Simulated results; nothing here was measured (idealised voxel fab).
Name of the process module below: voxel capacitor over wiring
FYI the section here is cut, 245 nm wide, cells are 5 nm squares.
A cross-section in this document is a grid of square cells, and it is written down as bands, the top band listed before the ones below it; a band is made up of one or more rows of cells.
Within each band entry, the heights of the top and of the bottom of the band appear first, in that order and in nm; the materials of the band then follow from left to right, each with its corresponding width in nm. The designation "throughout" on a single material indicates that it fills the band from edge to edge; the designation "blank" indicates empty space.
The level at which height equals 0 is the one under which the wafer, as it arrives, is entirely one material. No lower edge exists for the bottom band, which continues downward and is notated as in "0..down".
Width "30 to 40": first value at the band's top row of cells, second value at its bottom row, equal change from row to row.
Where the words "changes: none" appear for a step, the cross-section shows no cell changed by that step; every cell remained as before.
Internal closed voids: empty space of 8 cells or more with no open way to the top, each as width x height at its distance from the left edge, in nm
What comes after the settings on a step's line is commentary from the simulator itself on that step.
What "overlay nm" on a step's line means: if the step has a mask, that mask lay this far to the right of its planned place, or, when the value is negative, to the left.

# These are the steps we planned for the process
step 1: op RECEIVE | material Si
step 2: op CONFORMAL_DEP | material SiO2 | thk nm 15
step 3: op DIRECTIONAL_DEP | material TiN | thk nm 5
step 4: op DIRECTIONAL_DEP | material Ru | thk nm 15
step 5: op DIRECTIONAL_DEP | material aC | thk nm 10
step 6: op PATTERN | tone cover | mask id METAL_1 | material resist | width nm 25 | pitch nm 85 | thk nm 30 | overlay nm 0
step 7: op DIRECTIONAL_ETCH | etch materials aC | depth nm 10
step 8: op STRIP | etch materials resist
step 9: op DIRECTIONAL_ETCH | etch materials Ru | depth nm 15
step 10: op DIRECTIONAL_ETCH | etch materials TiN | depth nm 5
step 11: op STRIP | etch materials aC
step 12: op FILL_DEP | material SiO2 | thk nm 5
step 13: op CMP | height nm 35
step 14: op CONFORMAL_DEP | material SiCN | thk nm 5
step 15: op DIRECTIONAL_DEP | material SiO2 | thk nm 20
step 16: op PATTERN | tone open | mask id PLUG_1 | material resist | width nm 15 | thk nm 20 | overlay nm 0
step 17: op DIRECTIONAL_ETCH | etch materials SiO2 | depth nm 20
step 18: op DIRECTIONAL_ETCH | etch materials SiCN | depth nm 5
step 19: op STRIP | etch materials resist
step 20: op CONFORMAL_DEP | material TiN | thk nm 5
step 21: op FILL_DEP | material Ru | thk nm 5
step 22: op CMP | height nm 60
step 23: op DIRECTIONAL_DEP | material TiN | thk nm 5
step 24: op DIRECTIONAL_DEP | material SiN | thk nm 5
step 25: op DIRECTIONAL_DEP | material TiN | thk nm 5
step 26: op PATTERN | tone cover | mask id UPPER_PLATE | material resist | width nm 65 | thk nm 15 | overlay nm 0
step 27: op DIRECTIONAL_ETCH | etch materials TiN | depth nm 5
step 28: op DIRECTIONAL_ETCH | etch materials SiN | depth nm 5
step 29: op STRIP | etch materials resist
step 30: op MASKED_ETCH | tone cover | mask id LOWER_PLATE | width nm 75 | etch materials TiN | depth nm 5 | overlay nm 0
step 31: op FILL_DEP | material SiO2 | thk nm 20
step 32: op CMP | height nm 90
step 33: op MASKED_ETCH | tone open | mask id PLUG_2 | width nm 15 | etch materials SiO2 | depth nm 15 | overlay nm 0
step 34: op CONFORMAL_DEP | material TiN | thk nm 5
step 35: op FILL_DEP | material Cu | thk nm 5
step 36: op CMP | height nm 90
step 37: op CONFORMAL_DEP | material SiN | thk nm 5

# Concerning the first of two wafers, which was run in accordance with the plan

# Shown in cross-section is the wafer as received, that is, as it stands after step 1
	0..down: Si throughout
	Internal closed voids: none

# Wafer xsec, post step 2
	15..0: SiO2 throughout
	Nothing below the height 0 has changed.

# Wafer xsec, post step 3
	20..15: TiN throughout
	Nothing below the height 15 has changed.

# Wafer xsec, post step 4
	35..20: Ru throughout
	Nothing below the height 20 has changed.

# Wafer xsec, post step 5
	45..35: aC throughout
	Nothing below the height 35 has changed.

# Wafer xsec, post step 6
	75..45: 65 of blank, then 25 of resist, then 60 of blank, then 25 of resist, then 70 of blank
	Nothing below the height 45 has changed.

# Wafer xsec, post step 7
	65..45: 65 of blank, then 25 of resist, then 60 of blank, then 25 of resist, then 70 of blank
	45..35: 65 of blank, then 25 of aC, then 60 of blank, then 25 of aC, then 70 of blank
	Nothing below the height 35 has changed.

# Wafer xsec, post step 8
	45..35: 65 of blank, then 25 of aC, then 60 of blank, then 25 of aC, then 70 of blank
	Nothing below the height 35 has changed.

# Wafer xsec, post step 9
	45..35: 65 of blank, then 25 of aC, then 60 of blank, then 25 of aC, then 70 of blank
	35..20: 65 of blank, then 25 of Ru, then 60 of blank, then 25 of Ru, then 70 of blank
	Nothing below the height 20 has changed.

# Wafer xsec, post step 10
	45..35: 65 of blank, then 25 of aC, then 60 of blank, then 25 of aC, then 70 of blank
	35..20: 65 of blank, then 25 of Ru, then 60 of blank, then 25 of Ru, then 70 of blank
	20..15: 65 of blank, then 25 of TiN, then 60 of blank, then 25 of TiN, then 70 of blank
	Nothing below the height 15 has changed.

# Wafer xsec, post step 11
	35..20: 65 of blank, then 25 of Ru, then 60 of blank, then 25 of Ru, then 70 of blank
	Nothing below the height 20 has changed.

# Wafer xsec, post step 12
	40..35: SiO2 throughout
	35..20: 65 of SiO2, then 25 of Ru, then 60 of SiO2, then 25 of Ru, then 70 of SiO2
	20..15: 65 of SiO2, then 25 of TiN, then 60 of SiO2, then 25 of TiN, then 70 of SiO2
	Nothing below the height 15 has changed.

# Wafer xsec, post step 13
	35..20: 65 of SiO2, then 25 of Ru, then 60 of SiO2, then 25 of Ru, then 70 of SiO2
	Nothing below the height 20 has changed.

# Wafer xsec, post step 14
	40..35: SiCN throughout
	Nothing below the height 35 has changed.

# Wafer xsec, post step 15
	60..40: SiO2 throughout
	Nothing below the height 40 has changed.

# Wafer xsec, post step 16
	80..60: 75 of resist, then 15 of blank, then 155 of resist
	Nothing below the height 60 has changed.

# Wafer xsec, post step 17
	80..60: 75 of resist, then 15 of blank, then 155 of resist
	60..40: 75 of SiO2, then 15 of blank, then 155 of SiO2
	Nothing below the height 40 has changed.

# Wafer xsec, post step 18
	80..60: 75 of resist, then 15 of blank, then 155 of resist
	60..40: 75 of SiO2, then 15 of blank, then 155 of SiO2
	40..35: 75 of SiCN, then 15 of blank, then 155 of SiCN
	Nothing below the height 35 has changed.

# Wafer xsec, post step 19
	60..40: 75 of SiO2, then 15 of blank, then 155 of SiO2
	Nothing below the height 40 has changed.

# Wafer xsec, post step 20
	65..60: 80 of TiN, then 5 of blank, then 160 of TiN
	60..40: 75 of SiO2, then 5 of TiN, then 5 of blank, then 5 of TiN, then 155 of SiO2
	40..35: 75 of SiCN, then 15 of TiN, then 155 of SiCN
	Nothing below the height 35 has changed.

# Wafer xsec, post step 21
	70..65: Ru throughout
	65..60: 80 of TiN, then 5 of Ru, then 160 of TiN
	60..40: 75 of SiO2, then 5 of TiN, then 5 of Ru, then 5 of TiN, then 155 of SiO2
	Nothing below the height 40 has changed.

# Wafer xsec, post step 22
	60..40: 75 of SiO2, then 5 of TiN, then 5 of Ru, then 5 of TiN, then 155 of SiO2
	Nothing below the height 40 has changed.

# Wafer xsec, post step 23
	65..60: TiN throughout
	Nothing below the height 60 has changed.

# Wafer xsec, post step 24
	70..65: SiN throughout
	Nothing below the height 65 has changed.

# Wafer xsec, post step 25
	75..70: TiN throughout
	Nothing below the height 70 has changed.

# Wafer xsec, post step 26
	90..75: 75 of blank, then 65 of resist, then 105 of blank
	Nothing below the height 75 has changed.

# Wafer xsec, post step 27
	90..75: 75 of blank, then 65 of resist, then 105 of blank
	75..70: 75 of blank, then 65 of TiN, then 105 of blank
	Nothing below the height 70 has changed.

# Wafer xsec, post step 28
	90..75: 75 of blank, then 65 of resist, then 105 of blank
	75..70: 75 of blank, then 65 of TiN, then 105 of blank
	70..65: 75 of blank, then 65 of SiN, then 105 of blank
	Nothing below the height 65 has changed.

# Wafer xsec, post step 29
	75..70: 75 of blank, then 65 of TiN, then 105 of blank
	Nothing below the height 70 has changed.

# Wafer xsec, post step 30
	75..70: 75 of blank, then 65 of TiN, then 105 of blank
	70..65: 75 of blank, then 65 of SiN, then 105 of blank
	65..60: 70 of blank, then 75 of TiN, then 100 of blank
	Nothing below the height 60 has changed.

# Wafer xsec, post step 31
	95..75: SiO2 throughout
	75..70: 75 of SiO2, then 65 of TiN, then 105 of SiO2
	70..65: 75 of SiO2, then 65 of SiN, then 105 of SiO2
	65..60: 70 of SiO2, then 75 of TiN, then 100 of SiO2
	Nothing below the height 60 has changed.

# Wafer xsec, post step 32
	90..75: SiO2 throughout
	Nothing below the height 75 has changed.

# Wafer xsec, post step 33
	90..75: 85 of SiO2, then 15 of blank, then 145 of SiO2
	Nothing below the height 75 has changed.

# Wafer xsec, post step 34
	95..90: 90 of TiN, then 5 of blank, then 150 of TiN
	90..80: 85 of SiO2, then 5 of TiN, then 5 of blank, then 5 of TiN, then 145 of SiO2
	80..70: 85 to 75 of SiO2, then 15 to 65 of TiN, then 145 to 105 of SiO2
	Nothing below the height 70 has changed.

# Wafer xsec, post step 35
	100..95: Cu throughout
	95..90: 90 of TiN, then 5 of Cu, then 150 of TiN
	90..80: 85 of SiO2, then 5 of TiN, then 5 of Cu, then 5 of TiN, then 145 of SiO2
	Nothing below the height 80 has changed.

# Wafer xsec, post step 36
	90..80: 85 of SiO2, then 5 of TiN, then 5 of Cu, then 5 of TiN, then 145 of SiO2
	Nothing below the height 80 has changed.

# Wafer xsec, post step 37
	95..90: SiN throughout
	Nothing below the height 90 has changed.

# Second of two: same start, same plan, one run error; steps up to and including 2 match the first

Second wafer profile in section, at the moment step 3 of the plan was meant to be complete: changes: none

# Second wafer profile in section, at the moment step 4 of the plan was meant to be complete
	30..15: Ru throughout
	Nothing below the height 15 has changed.

# Second wafer profile in section, at the moment step 5 of the plan was meant to be complete
	40..30: aC throughout
	Nothing below the height 30 has changed.

# Second wafer profile in section, at the moment step 6 of the plan was meant to be complete
	70..40: 65 of blank, then 25 of resist, then 60 of blank, then 25 of resist, then 70 of blank
	Nothing below the height 40 has changed.

# Second wafer profile in section, at the moment step 7 of the plan was meant to be complete
	60..40: 65 of blank, then 25 of resist, then 60 of blank, then 25 of resist, then 70 of blank
	40..30: 65 of blank, then 25 of aC, then 60 of blank, then 25 of aC, then 70 of blank
	Nothing below the height 30 has changed.

# Second wafer profile in section, at the moment step 8 of the plan was meant to be complete
	40..30: 65 of blank, then 25 of aC, then 60 of blank, then 25 of aC, then 70 of blank
	Nothing below the height 30 has changed.

# Second wafer profile in section, at the moment step 9 of the plan was meant to be complete
	40..30: 65 of blank, then 25 of aC, then 60 of blank, then 25 of aC, then 70 of blank
	30..15: 65 of blank, then 25 of Ru, then 60 of blank, then 25 of Ru, then 70 of blank
	Nothing below the height 15 has changed.

Second wafer profile in section, at the moment step 10 of the plan was meant to be complete: changes: none

# Second wafer profile in section, at the moment step 11 of the plan was meant to be complete
	30..15: 65 of blank, then 25 of Ru, then 60 of blank, then 25 of Ru, then 70 of blank
	Nothing below the height 15 has changed.

# Second wafer profile in section, at the moment step 12 of the plan was meant to be complete
	35..30: SiO2 throughout
	30..15: 65 of SiO2, then 25 of Ru, then 60 of SiO2, then 25 of Ru, then 70 of SiO2
	Nothing below the height 15 has changed.

Second wafer profile in section, at the moment step 13 of the plan was meant to be complete: changes: none

# Second wafer profile in section, at the moment step 14 of the plan was meant to be complete
	40..35: SiCN throughout
	Nothing below the height 35 has changed.

# Second wafer profile in section, at the moment step 15 of the plan was meant to be complete
	60..40: SiO2 throughout
	Nothing below the height 40 has changed.

# Second wafer profile in section, at the moment step 16 of the plan was meant to be complete
	80..60: 75 of resist, then 15 of blank, then 155 of resist
	Nothing below the height 60 has changed.

# Second wafer profile in section, at the moment step 17 of the plan was meant to be complete
	80..60: 75 of resist, then 15 of blank, then 155 of resist
	60..40: 75 of SiO2, then 15 of blank, then 155 of SiO2
	Nothing below the height 40 has changed.

# Second wafer profile in section, at the moment step 18 of the plan was meant to be complete
	80..60: 75 of resist, then 15 of blank, then 155 of resist
	60..40: 75 of SiO2, then 15 of blank, then 155 of SiO2
	40..35: 75 of SiCN, then 15 of blank, then 155 of SiCN
	Nothing below the height 35 has changed.

# Second wafer profile in section, at the moment step 19 of the plan was meant to be complete
	60..40: 75 of SiO2, then 15 of blank, then 155 of SiO2
	Nothing below the height 40 has changed.

# Second wafer profile in section, at the moment step 20 of the plan was meant to be complete
	65..60: 80 of TiN, then 5 of blank, then 160 of TiN
	60..40: 75 of SiO2, then 5 of TiN, then 5 of blank, then 5 of TiN, then 155 of SiO2
	40..35: 75 of SiCN, then 15 of TiN, then 155 of SiCN
	Nothing below the height 35 has changed.

# Second wafer profile in section, at the moment step 21 of the plan was meant to be complete
	70..65: Ru throughout
	65..60: 80 of TiN, then 5 of Ru, then 160 of TiN
	60..40: 75 of SiO2, then 5 of TiN, then 5 of Ru, then 5 of TiN, then 155 of SiO2
	Nothing below the height 40 has changed.

# Second wafer profile in section, at the moment step 22 of the plan was meant to be complete
	60..40: 75 of SiO2, then 5 of TiN, then 5 of Ru, then 5 of TiN, then 155 of SiO2
	Nothing below the height 40 has changed.

# Second wafer profile in section, at the moment step 23 of the plan was meant to be complete
	65..60: TiN throughout
	Nothing below the height 60 has changed.

# Second wafer profile in section, at the moment step 24 of the plan was meant to be complete
	70..65: SiN throughout
	Nothing below the height 65 has changed.

# Second wafer profile in section, at the moment step 25 of the plan was meant to be complete
	75..70: TiN throughout
	Nothing below the height 70 has changed.

# Second wafer profile in section, at the moment step 26 of the plan was meant to be complete
	90..75: 75 of blank, then 65 of resist, then 105 of blank
	Nothing below the height 75 has changed.

# Second wafer profile in section, at the moment step 27 of the plan was meant to be complete
	90..75: 75 of blank, then 65 of resist, then 105 of blank
	75..70: 75 of blank, then 65 of TiN, then 105 of blank
	Nothing below the height 70 has changed.

# Second wafer profile in section, at the moment step 28 of the plan was meant to be complete
	90..75: 75 of blank, then 65 of resist, then 105 of blank
	75..70: 75 of blank, then 65 of TiN, then 105 of blank
	70..65: 75 of blank, then 65 of SiN, then 105 of blank
	Nothing below the height 65 has changed.

# Second wafer profile in section, at the moment step 29 of the plan was meant to be complete
	75..70: 75 of blank, then 65 of TiN, then 105 of blank
	Nothing below the height 70 has changed.

# Second wafer profile in section, at the moment step 30 of the plan was meant to be complete
	75..70: 75 of blank, then 65 of TiN, then 105 of blank
	70..65: 75 of blank, then 65 of SiN, then 105 of blank
	65..60: 70 of blank, then 75 of TiN, then 100 of blank
	Nothing below the height 60 has changed.

# Second wafer profile in section, at the moment step 31 of the plan was meant to be complete
	95..75: SiO2 throughout
	75..70: 75 of SiO2, then 65 of TiN, then 105 of SiO2
	70..65: 75 of SiO2, then 65 of SiN, then 105 of SiO2
	65..60: 70 of SiO2, then 75 of TiN, then 100 of SiO2
	Nothing below the height 60 has changed.

# Second wafer profile in section, at the moment step 32 of the plan was meant to be complete
	90..75: SiO2 throughout
	Nothing below the height 75 has changed.

# Second wafer profile in section, at the moment step 33 of the plan was meant to be complete
	90..75: 85 of SiO2, then 15 of blank, then 145 of SiO2
	Nothing below the height 75 has changed.

# Second wafer profile in section, at the moment step 34 of the plan was meant to be complete
	95..90: 90 of TiN, then 5 of blank, then 150 of TiN
	90..80: 85 of SiO2, then 5 of TiN, then 5 of blank, then 5 of TiN, then 145 of SiO2
	80..70: 85 to 75 of SiO2, then 15 to 65 of TiN, then 145 to 105 of SiO2
	Nothing below the height 70 has changed.

# Second wafer profile in section, at the moment step 35 of the plan was meant to be complete
	100..95: Cu throughout
	95..90: 90 of TiN, then 5 of Cu, then 150 of TiN
	90..80: 85 of SiO2, then 5 of TiN, then 5 of Cu, then 5 of TiN, then 145 of SiO2
	Nothing below the height 80 has changed.

# Second wafer profile in section, at the moment step 36 of the plan was meant to be complete
	90..80: 85 of SiO2, then 5 of TiN, then 5 of Cu, then 5 of TiN, then 145 of SiO2
	Nothing below the height 80 has changed.

# Second wafer profile in section, at the moment step 37 of the plan was meant to be complete
	95..90: SiN throughout
	Nothing below the height 90 has changed.
Want to know what went wrong? plan step 3 was not performed, having been skipped
Once processing is complete, comparing cell counts shows that the second wafer has more or fewer of certain materials than the first: SiO2 +10 | TiN -10
